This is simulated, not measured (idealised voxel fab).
Process module heading - voxel transistor to metal
Shown is cross-section cut, with a width of 170 nm and square cells of size 5 nm.
In what follows, cross-sections appear as grids of square cells, described through bands that run from the top down, where every band is one or more rows of cells. Top, bottom (nm), then materials left to right with widths (nm); lone material tagged "all across" fills the whole band edge to edge; "air" = empty space. Where do heights start? At 0: under that level the wafer as delivered is made of one material only. And the lowest band has no floor; it just carries on downward, as in "z 0 and below". The expression "30->40" gives the width at the extremes of the band, the first number at its top row of cells and the second at its bottom row, with the width changing by equal amounts from each row to the next in between. It should be understood that the words "nothing was modified", when stated for a given step, signify that the cross-section underwent no change in any of its cells during that step. The entry titled "Trapped void list" provides the empty spaces that have no open way to the top, restricted to those of 8 cells or more. Each is presented as width x height at distance, the distance being measured from the left edge, with all three in nm. Post-settings text on a step line: simulator's own remark regarding the step. A step's line can hold "overlay nm"; with a mask on that step, the setting says how far right of the planned place the mask lay, while a negative setting says it lay to the left.
### The following list gives the planned process steps
- 1: op RECEIVE | material Si
- 2: op OXIDIZE | depth nm 5
- 3: op CONFORMAL_DEP | material SiN | thk nm 15
- 4: op DIRECTIONAL_DEP | material aC | thk nm 15
- 5: op PATTERN | tone cover | mask id ACTIVE | material resist | width nm 115 | thk nm 30 | overlay nm 0
- 6: op DIRECTIONAL_ETCH | etch materials aC | depth nm 15
- 7: op STRIP | etch materials resist
- 8: op DIRECTIONAL_ETCH | etch materials SiN | depth nm 15
- 9: op DIRECTIONAL_ETCH | etch materials SiO2 | depth nm 5
- 10: op DIRECTIONAL_ETCH | etch materials Si | depth nm 30
- 11: op STRIP | etch materials aC
- 12: op OXIDIZE | depth nm 5
- 13: op FILL_DEP | material SiO2 | thk nm 5
- 14: op CMP | height nm 15
- 15: op SELECTIVE_ETCH | etch materials SiO2 | depth nm 10
- 16: op STRIP | etch materials SiN
- 17: op SELECTIVE_ETCH | etch materials SiO2 | depth nm 5
- 18: op OXIDIZE | depth nm 5
- 19: op DIRECTIONAL_DEP | material polySi | thk nm 30
- 20: op DIRECTIONAL_DEP | material SiCN | thk nm 10
- 21: op DIRECTIONAL_DEP | material aC | thk nm 10
- 22: op PATTERN | tone cover | mask id GATE | material resist | width nm 25 | thk nm 30 | overlay nm 0
- 23: op DIRECTIONAL_ETCH | etch materials aC | depth nm 10
- 24: op STRIP | etch materials resist
- 25: op DIRECTIONAL_ETCH | etch materials SiCN | depth nm 20
- 26: op DIRECTIONAL_ETCH | etch materials polySi | depth nm 40
- 27: op STRIP | etch materials aC
- 28: op CONFORMAL_DEP | material SiO2 | thk nm 5
- 29: op DIRECTIONAL_ETCH | etch materials SiO2 | depth nm 5
- 30: op CONFORMAL_DEP | material SiN | thk nm 5
- 31: op DIRECTIONAL_ETCH | etch materials SiN | depth nm 5
- 32: op DIRECTIONAL_ETCH | etch materials SiO2 | depth nm 5
- 33: op EPI | material nSi | thk nm 5
- 34: op FILL_DEP | material SiO2 | thk nm 5
- 35: op CMP | height nm 35
- 36: op DIRECTIONAL_DEP | material SiO2 | thk nm 10
- 37: op DIRECTIONAL_DEP | material aC | thk nm 10
- 38: op PATTERN | tone open | mask id CONTACT | material resist | width nm 30 | pitch nm 65 | thk nm 30 | overlay nm 0
- 39: op DIRECTIONAL_ETCH | etch materials aC | depth nm 10
- 40: op STRIP | etch materials resist
- 41: op DIRECTIONAL_ETCH | etch materials SiO2 | depth nm 50
- 42: op STRIP | etch materials aC
- 43: op CONFORMAL_DEP | material TiN | thk nm 5
- 44: op FILL_DEP | material Ru | thk nm 10
- 45: op CMP | height nm 45
- 46: op DIRECTIONAL_DEP | material TiN | thk nm 5
- 47: op DIRECTIONAL_DEP | material Ru | thk nm 20
- 48: op MASKED_ETCH | tone cover | mask id METAL_1 | width nm 15 | pitch nm 80 | etch materials Ru | depth nm 20 | overlay nm 0
- 49: op MASKED_ETCH | tone cover | mask id METAL_1 | width nm 15 | pitch nm 80 | etch materials TiN | depth nm 5 | overlay nm 0
- 50: op FILL_DEP | material SiO2 | thk nm 10
- 51: op CMP | height nm 70
- 52: op CONFORMAL_DEP | material SiCN | thk nm 5
- 53: op DIRECTIONAL_DEP | material SiO2 | thk nm 30
- 54: op MASKED_ETCH | tone open | mask id METAL_2 | width nm 15 | pitch nm 80 | etch materials SiO2 | depth nm 15 | overlay nm 0
- 55: op DIRECTIONAL_DEP | material aC | thk nm 10
- 56: op PATTERN | tone open | mask id METAL_2_HOLES | material resist | width nm 15 | pitch nm 80 | thk nm 25 | overlay nm 0
- 57: op DIRECTIONAL_ETCH | etch materials aC | depth nm 10
- 58: op STRIP | etch materials resist
- 59: op DIRECTIONAL_ETCH | etch materials SiO2 | depth nm 15
- 60: op DIRECTIONAL_ETCH | etch materials SiCN | depth nm 5
- 61: op STRIP | etch materials aC
- 62: op CONFORMAL_DEP | material TiN | thk nm 5
- 63: op FILL_DEP | material Cu | thk nm 10
- 64: op CMP | height nm 105
- 65: op CONFORMAL_DEP | material SiN | thk nm 5
### First wafer, two in total, run as planned
### Cross-section: wafer on arrival = after step 1
* z 0 and below: Si all across
* Trapped void list: none
### Cross-section: wafer state after step 2
* z 0 to -5: SiO2 all across
* Nothing below the height -5 has changed.
### Cross-section: wafer state after step 3
* z 15 to 0: SiN all across
* Nothing below the height 0 has changed.
### Cross-section: wafer state after step 4
* z 30 to 15: aC all across
* Nothing below the height 15 has changed.
### Cross-section: wafer state after step 5
* z 60 to 30: air 25; resist 115; air 30
* Nothing below the height 30 has changed.
### Cross-section: wafer state after step 6
* z 45 to 30: air 25; resist 115; air 30
* z 30 to 15: air 25; aC 115; air 30
* Nothing below the height 15 has changed.
### Cross-section: wafer state after step 7
* z 30 to 15: air 25; aC 115; air 30
* Nothing below the height 15 has changed.
### Cross-section: wafer state after step 8
* z 30 to 15: air 25; aC 115; air 30
* z 15 to 0: air 25; SiN 115; air 30
* Nothing below the height 0 has changed.
### Cross-section: wafer state after step 9
* z 30 to 15: air 25; aC 115; air 30
* z 15 to 0: air 25; SiN 115; air 30
* z 0 to -5: air 25; SiO2 115; air 30
* Nothing below the height -5 has changed.
### Cross-section: wafer state after step 10
* z 30 to 15: air 25; aC 115; air 30
* z 15 to 0: air 25; SiN 115; air 30
* z 0 to -5: air 25; SiO2 115; air 30
* z -5 to -35: air 25; Si 115; air 30
* Nothing below the height -35 has changed.
### Cross-section: wafer state after step 11
* z 15 to 0: air 25; SiN 115; air 30
* Nothing below the height 0 has changed.
### Cross-section: wafer state after step 12
* z 15 to 0: air 25; SiN 115; air 30
* z 0 to -5: air 25; SiO2 115; air 30
* z -5 to -35: air 25; SiO2 5; Si 105; SiO2 5; air 30
* z -35 to -40: SiO2 30; Si 105; SiO2 35
* Nothing below the height -40 has changed.
### Cross-section: wafer state after step 13
* z 20 to 15: SiO2 all across
* z 15 to 0: SiO2 25; SiN 115; SiO2 30
* z 0 to -5: SiO2 all across
* z -5 to -40: SiO2 30; Si 105; SiO2 35
* Nothing below the height -40 has changed.
### Cross-section: wafer state after step 14
* z 15 to 0: SiO2 25; SiN 115; SiO2 30
* Nothing below the height 0 has changed.
### Cross-section: wafer state after step 15
* z 15 to 5: air 25; SiN 115; air 30
* Nothing below the height 5 has changed.
### Cross-section: wafer state after step 16
* z 5 to 0: SiO2 25; air 115; SiO2 30
* Nothing below the height 0 has changed.
### Cross-section: wafer state after step 17
* z 0 to -5: SiO2 20; air 125; SiO2 25
* Nothing below the height -5 has changed.
### Cross-section: wafer state after step 18
* z 0 to -5: SiO2 20; air 125; SiO2 25
* z -5 to -10: SiO2 all across
* Nothing below the height -10 has changed.
### Cross-section: wafer state after step 19
* z 30 to 25: polySi 20; air 125; polySi 25
* z 25 to 0: polySi all across
* z 0 to -5: SiO2 20; polySi 125; SiO2 25
* Nothing below the height -5 has changed.
### Cross-section: wafer state after step 20
* z 40 to 35: SiCN 20; air 125; SiCN 25
* z 35 to 30: SiCN all across
* z 30 to 25: polySi 20; SiCN 125; polySi 25
* Nothing below the height 25 has changed.
### Cross-section: wafer state after step 21
* z 50 to 45: aC 20; air 125; aC 25
* z 45 to 40: aC all across
* z 40 to 35: SiCN 20; aC 125; SiCN 25
* Nothing below the height 35 has changed.
### Cross-section: wafer state after step 22
* z 80 to 50: air 70; resist 25; air 75
* z 50 to 45: aC 20; air 50; resist 25; air 50; aC 25
* Nothing below the height 45 has changed.
### Cross-section: wafer state after step 23
* z 70 to 45: air 70; resist 25; air 75
* z 45 to 40: air 70; aC 25; air 75
* z 40 to 35: SiCN 20; air 50; aC 25; air 50; SiCN 25
* Nothing below the height 35 has changed.
### Cross-section: wafer state after step 24
* z 45 to 40: air 70; aC 25; air 75
* Nothing below the height 40 has changed.
### Cross-section: wafer state after step 25
* z 45 to 35: air 70; aC 25; air 75
* z 35 to 30: air 70; SiCN 25; air 75
* z 30 to 25: polySi 20; air 50; SiCN 25; air 50; polySi 25
* Nothing below the height 25 has changed.
### Cross-section: wafer state after step 26
* z 45 to 35: air 70; aC 25; air 75
* z 35 to 25: air 70; SiCN 25; air 75
* z 25 to 0: air 70; polySi 25; air 75
* z 0 to -5: SiO2 20; air 50; polySi 25; air 50; SiO2 25
* Nothing below the height -5 has changed.
### Cross-section: wafer state after step 27
* z 35 to 25: air 70; SiCN 25; air 75
* Nothing below the height 25 has changed.
### Cross-section: wafer state after step 28
* z 40 to 35: air 65; SiO2 35; air 70
* z 35 to 25: air 65; SiO2 5; SiCN 25; SiO2 5; air 70
* z 25 to 5: air 65; SiO2 5; polySi 25; SiO2 5; air 70
* z 5 to 0: SiO2 25; air 40; SiO2 5; polySi 25; SiO2 5; air 40; SiO2 30
* z 0 to -5: SiO2 70; polySi 25; SiO2 75
* Nothing below the height -5 has changed.
### Cross-section: wafer state after step 29
* z 35 to 25: air 65; SiO2 5; SiCN 25; SiO2 5; air 70
* z 25 to 0: air 65; SiO2 5; polySi 25; SiO2 5; air 70
* z 0 to -5: SiO2 25; air 40; SiO2 5; polySi 25; SiO2 5; air 40; SiO2 30
* Nothing below the height -5 has changed.
### Cross-section: wafer state after step 30
* z 40 to 35: air 60; SiN 45; air 65
* z 35 to 25: air 60; SiN 5; SiO2 5; SiCN 25; SiO2 5; SiN 5; air 65
* z 25 to 5: air 60; SiN 5; SiO2 5; polySi 25; SiO2 5; SiN 5; air 65
* z 5 to 0: SiN 30; air 30; SiN 5; SiO2 5; polySi 25; SiO2 5; SiN 5; air 30; SiN 35
* z 0 to -5: SiO2 25; SiN 40; SiO2 5; polySi 25; SiO2 5; SiN 40; SiO2 30
* Nothing below the height -5 has changed.
### Cross-section: wafer state after step 31
* z 35 to 25: air 60; SiN 5; SiO2 5; SiCN 25; SiO2 5; SiN 5; air 65
* z 25 to 0: air 60; SiN 5; SiO2 5; polySi 25; SiO2 5; SiN 5; air 65
* z 0 to -5: SiO2 25; SiN 5; air 30; SiN 5; SiO2 5; polySi 25; SiO2 5; SiN 5; air 30; SiN 5; SiO2 30
* Nothing below the height -5 has changed.
### Cross-section: wafer state after step 32
* z 35 to 30: air 60; SiN 5; air 5; SiCN 25; air 5; SiN 5; air 65
* z 30 to 25: air 60; SiN 5; SiO2 5; SiCN 25; SiO2 5; SiN 5; air 65
* z 25 to 0: air 60; SiN 5; SiO2 5; polySi 25; SiO2 5; SiN 5; air 65
* z 0 to -5: air 25; SiN 5; air 30; SiN 5; SiO2 5; polySi 25; SiO2 5; SiN 5; air 30; SiN 5; air 30
* z -5 to -10: SiO2 30; air 30; SiO2 45; air 30; SiO2 35
* Nothing below the height -10 has changed.
### Cross-section: wafer state after step 33
* z 35 to 30: air 60; SiN 5; air 5; SiCN 25; air 5; SiN 5; air 65
* z 30 to 25: air 60; SiN 5; SiO2 5; SiCN 25; SiO2 5; SiN 5; air 65
* z 25 to 0: air 60; SiN 5; SiO2 5; polySi 25; SiO2 5; SiN 5; air 65
* z 0 to -5: air 25; SiN 5; air 30; SiN 5; SiO2 5; polySi 25; SiO2 5; SiN 5; air 30; SiN 5; air 30
* z -5 to -10: SiO2 30; nSi 30; SiO2 45; nSi 30; SiO2 35
* Nothing below the height -10 has changed.
### Cross-section: wafer state after step 34
* z 40 to 35: SiO2 all across
* z 35 to 25: SiO2 60; SiN 5; SiO2 5; SiCN 25; SiO2 5; SiN 5; SiO2 65
* z 25 to 0: SiO2 60; SiN 5; SiO2 5; polySi 25; SiO2 5; SiN 5; SiO2 65
* z 0 to -5: SiO2 25; SiN 5; SiO2 30; SiN 5; SiO2 5; polySi 25; SiO2 5; SiN 5; SiO2 30; SiN 5; SiO2 30
* Nothing below the height -5 has changed.
### Cross-section: wafer state after step 35
* z 35 to 25: SiO2 60; SiN 5; SiO2 5; SiCN 25; SiO2 5; SiN 5; SiO2 65
* Nothing below the height 25 has changed.
### Cross-section: wafer state after step 36
* z 45 to 35: SiO2 all across
* Nothing below the height 35 has changed.
### Cross-section: wafer state after step 37
* z 55 to 45: aC all across
* Nothing below the height 45 has changed.
### Cross-section: wafer state after step 38
* z 85 to 55: resist 35; air 30; resist 35; air 30; resist 40
* Nothing below the height 55 has changed.
### Cross-section: wafer state after step 39
* z 75 to 55: resist 35; air 30; resist 35; air 30; resist 40
* z 55 to 45: aC 35; air 30; aC 35; air 30; aC 40
* Nothing below the height 45 has changed.
### Cross-section: wafer state after step 40
* z 55 to 45: aC 35; air 30; aC 35; air 30; aC 40
* Nothing below the height 45 has changed.
### Cross-section: wafer state after step 41
* z 55 to 45: aC 35; air 30; aC 35; air 30; aC 40
* z 45 to 35: SiO2 35; air 30; SiO2 35; air 30; SiO2 40
* z 35 to 25: SiO2 35; air 25; SiN 5; SiO2 5; SiCN 25; SiO2 5; SiN 5; air 25; SiO2 40
* z 25 to 0: SiO2 35; air 25; SiN 5; SiO2 5; polySi 25; SiO2 5; SiN 5; air 25; SiO2 40
* z 0 to -5: SiO2 25; SiN 5; SiO2 5; air 25; SiN 5; SiO2 5; polySi 25; SiO2 5; SiN 5; air 25; SiO2 5; SiN 5; SiO2 30
* Nothing below the height -5 has changed.
### Cross-section: wafer state after step 42
* z 45 to 35: SiO2 35; air 30; SiO2 35; air 30; SiO2 40
* Nothing below the height 35 has changed.
### Cross-section: wafer state after step 43
* z 50 to 45: TiN 40; air 20; TiN 45; air 20; TiN 45
* z 45 to 35: SiO2 35; TiN 5; air 20->15; TiN 5->10; SiO2 35; TiN 5->10; air 20->15; TiN 5; SiO2 40
* z 35 to 25: SiO2 35; TiN 5; air 15; TiN 5; SiN 5; SiO2 5; SiCN 25; SiO2 5; SiN 5; TiN 5; air 15; TiN 5; SiO2 40
* z 25 to 0: SiO2 35; TiN 5; air 15; TiN 5; SiN 5; SiO2 5; polySi 25; SiO2 5; SiN 5; TiN 5; air 15; TiN 5; SiO2 40
* z 0 to -5: SiO2 25; SiN 5; SiO2 5; TiN 25; SiN 5; SiO2 5; polySi 25; SiO2 5; SiN 5; TiN 25; SiO2 5; SiN 5; SiO2 30
* Nothing below the height -5 has changed.
### Cross-section: wafer state after step 44
* z 60 to 50: Ru all across
* z 50 to 45: TiN 40; Ru 20; TiN 45; Ru 20; TiN 45
* z 45 to 35: SiO2 35; TiN 5; Ru 20->15; TiN 5->10; SiO2 35; TiN 5->10; Ru 20->15; TiN 5; SiO2 40
* z 35 to 25: SiO2 35; TiN 5; Ru 15; TiN 5; SiN 5; SiO2 5; SiCN 25; SiO2 5; SiN 5; TiN 5; Ru 15; TiN 5; SiO2 40
* z 25 to 0: SiO2 35; TiN 5; Ru 15; TiN 5; SiN 5; SiO2 5; polySi 25; SiO2 5; SiN 5; TiN 5; Ru 15; TiN 5; SiO2 40
* Nothing below the height 0 has changed.
### Cross-section: wafer state after step 45
* z 45 to 35: SiO2 35; TiN 5; Ru 20->15; TiN 5->10; SiO2 35; TiN 5->10; Ru 20->15; TiN 5; SiO2 40
* Nothing below the height 35 has changed.
### Cross-section: wafer state after step 46
* z 50 to 45: TiN all across
* Nothing below the height 45 has changed.
### Cross-section: wafer state after step 47
* z 70 to 50: Ru all across
* Nothing below the height 50 has changed.
### Cross-section: wafer state after step 48
* z 70 to 50: air 35; Ru 15; air 65; Ru 15; air 40
* Nothing below the height 50 has changed.
### Cross-section: wafer state after step 49
* z 70 to 50: air 35; Ru 15; air 65; Ru 15; air 40
* z 50 to 45: air 35; TiN 15; air 65; TiN 15; air 40
* Nothing below the height 45 has changed.
### Cross-section: wafer state after step 50
* z 80 to 70: SiO2 all across
* z 70 to 50: SiO2 35; Ru 15; SiO2 65; Ru 15; SiO2 40
* z 50 to 45: SiO2 35; TiN 15; SiO2 65; TiN 15; SiO2 40
* Nothing below the height 45 has changed.
### Cross-section: wafer state after step 51
* z 70 to 50: SiO2 35; Ru 15; SiO2 65; Ru 15; SiO2 40
* Nothing below the height 50 has changed.
### Cross-section: wafer state after step 52
* z 75 to 70: SiCN all across
* Nothing below the height 70 has changed.
### Cross-section: wafer state after step 53
* z 105 to 75: SiO2 all across
* Nothing below the height 75 has changed.
### Cross-section: wafer state after step 54
* z 105 to 90: SiO2 35; air 15; SiO2 65; air 15; SiO2 40
* Nothing below the height 90 has changed.
### Cross-section: wafer state after step 55
* z 115 to 105: aC 35; air 15; aC 65; air 15; aC 40
* z 105 to 100: SiO2 35; air 15; SiO2 65; air 15; SiO2 40
* z 100 to 90: SiO2 35; aC 15; SiO2 65; aC 15; SiO2 40
* Nothing below the height 90 has changed.
### Cross-section: wafer state after step 56
* z 140 to 115: resist 35; air 15; resist 65; air 15; resist 40
* Nothing below the height 115 has changed.
### Cross-section: wafer state after step 57
* z 130 to 115: resist 35; air 15; resist 65; air 15; resist 40
* z 115 to 105: aC 35; air 15; aC 65; air 15; aC 40
* z 105 to 90: SiO2 35; air 15; SiO2 65; air 15; SiO2 40
* Nothing below the height 90 has changed.
### Cross-section: wafer state after step 58
* z 115 to 105: aC 35; air 15; aC 65; air 15; aC 40
* Nothing below the height 105 has changed.
### Cross-section: wafer state after step 59
* z 115 to 105: aC 35; air 15; aC 65; air 15; aC 40
* z 105 to 75: SiO2 35; air 15; SiO2 65; air 15; SiO2 40
* Nothing below the height 75 has changed.
### Cross-section: wafer state after step 60
* z 115 to 105: aC 35; air 15; aC 65; air 15; aC 40
* z 105 to 75: SiO2 35; air 15; SiO2 65; air 15; SiO2 40
* z 75 to 70: SiCN 35; air 15; SiCN 65; air 15; SiCN 40
* Nothing below the height 70 has changed.
### Cross-section: wafer state after step 61
* z 105 to 75: SiO2 35; air 15; SiO2 65; air 15; SiO2 40
* Nothing below the height 75 has changed.
### Cross-section: wafer state after step 62
* z 110 to 105: TiN 40; air 5; TiN 75; air 5; TiN 45
* z 105 to 75: SiO2 35; TiN 5; air 5; TiN 5; SiO2 65; TiN 5; air 5; TiN 5; SiO2 40
* z 75 to 70: SiCN 35; TiN 15; SiCN 65; TiN 15; SiCN 40
* Nothing below the height 70 has changed.
### Cross-section: wafer state after step 63
* z 120 to 110: Cu all across
* z 110 to 105: TiN 40; Cu 5; TiN 75; Cu 5; TiN 45
* z 105 to 75: SiO2 35; TiN 5; Cu 5; TiN 5; SiO2 65; TiN 5; Cu 5; TiN 5; SiO2 40
* Nothing below the height 75 has changed.
### Cross-section: wafer state after step 64
* z 105 to 75: SiO2 35; TiN 5; Cu 5; TiN 5; SiO2 65; TiN 5; Cu 5; TiN 5; SiO2 40
* Nothing below the height 75 has changed.
### Cross-section: wafer state after step 65
* z 110 to 105: SiN all across
* Nothing below the height 105 has changed.
### The second wafer began exactly as the first did and followed the same plan, but one mistake was made while running it; through step 52 inclusive, the two wafers are identical
### X-section, second wafer, when step 53 was due to finish
* z 135 to 75: SiO2 all across
* Nothing below the height 75 has changed.
### X-section, second wafer, when step 54 was due to finish
* z 135 to 120: SiO2 35; air 15; SiO2 65; air 15; SiO2 40
* Nothing below the height 120 has changed.
### X-section, second wafer, when step 55 was due to finish
* z 145 to 135: aC 35; air 15; aC 65; air 15; aC 40
* z 135 to 130: SiO2 35; air 15; SiO2 65; air 15; SiO2 40
* z 130 to 120: SiO2 35; aC 15; SiO2 65; aC 15; SiO2 40
* Nothing below the height 120 has changed.
### X-section, second wafer, when step 56 was due to finish
* z 170 to 145: resist 35; air 15; resist 65; air 15; resist 40
* Nothing below the height 145 has changed.
### X-section, second wafer, when step 57 was due to finish
* z 160 to 145: resist 35; air 15; resist 65; air 15; resist 40
* z 145 to 135: aC 35; air 15; aC 65; air 15; aC 40
* z 135 to 120: SiO2 35; air 15; SiO2 65; air 15; SiO2 40
* Nothing below the height 120 has changed.
### X-section, second wafer, when step 58 was due to finish
* z 145 to 135: aC 35; air 15; aC 65; air 15; aC 40
* Nothing below the height 135 has changed.
### X-section, second wafer, when step 59 was due to finish
* z 145 to 135: aC 35; air 15; aC 65; air 15; aC 40
* z 135 to 105: SiO2 35; air 15; SiO2 65; air 15; SiO2 40
* Nothing below the height 105 has changed.
X-section, second wafer, when step 60 was due to finish: nothing was modified
### X-section, second wafer, when step 61 was due to finish
* z 135 to 105: SiO2 35; air 15; SiO2 65; air 15; SiO2 40
* Nothing below the height 105 has changed.
### X-section, second wafer, when step 62 was due to finish
* z 140 to 135: TiN 40; air 5; TiN 75; air 5; TiN 45
* z 135 to 110: SiO2 35; TiN 5; air 5; TiN 5; SiO2 65; TiN 5; air 5; TiN 5; SiO2 40
* z 110 to 105: SiO2 35; TiN 15; SiO2 65; TiN 15; SiO2 40
* Nothing below the height 105 has changed.
### X-section, second wafer, when step 63 was due to finish
* z 150 to 140: Cu all across
* z 140 to 135: TiN 40; Cu 5; TiN 75; Cu 5; TiN 45
* z 135 to 110: SiO2 35; TiN 5; Cu 5; TiN 5; SiO2 65; TiN 5; Cu 5; TiN 5; SiO2 40
* Nothing below the height 110 has changed.
### X-section, second wafer, when step 64 was due to finish
* z 105 to 75: SiO2 all across
* Nothing below the height 75 has changed.
### X-section, second wafer, when step 65 was due to finish
* z 110 to 105: SiN all across
* Nothing below the height 105 has changed.
Against the plan, the run slipped here: step 53 of the plan was executed twice over
Final comparison by cell count, materials where the second wafer has more or fewer than the first: -12 Cu; +6 SiCN; +36 SiO2; -30 TiN
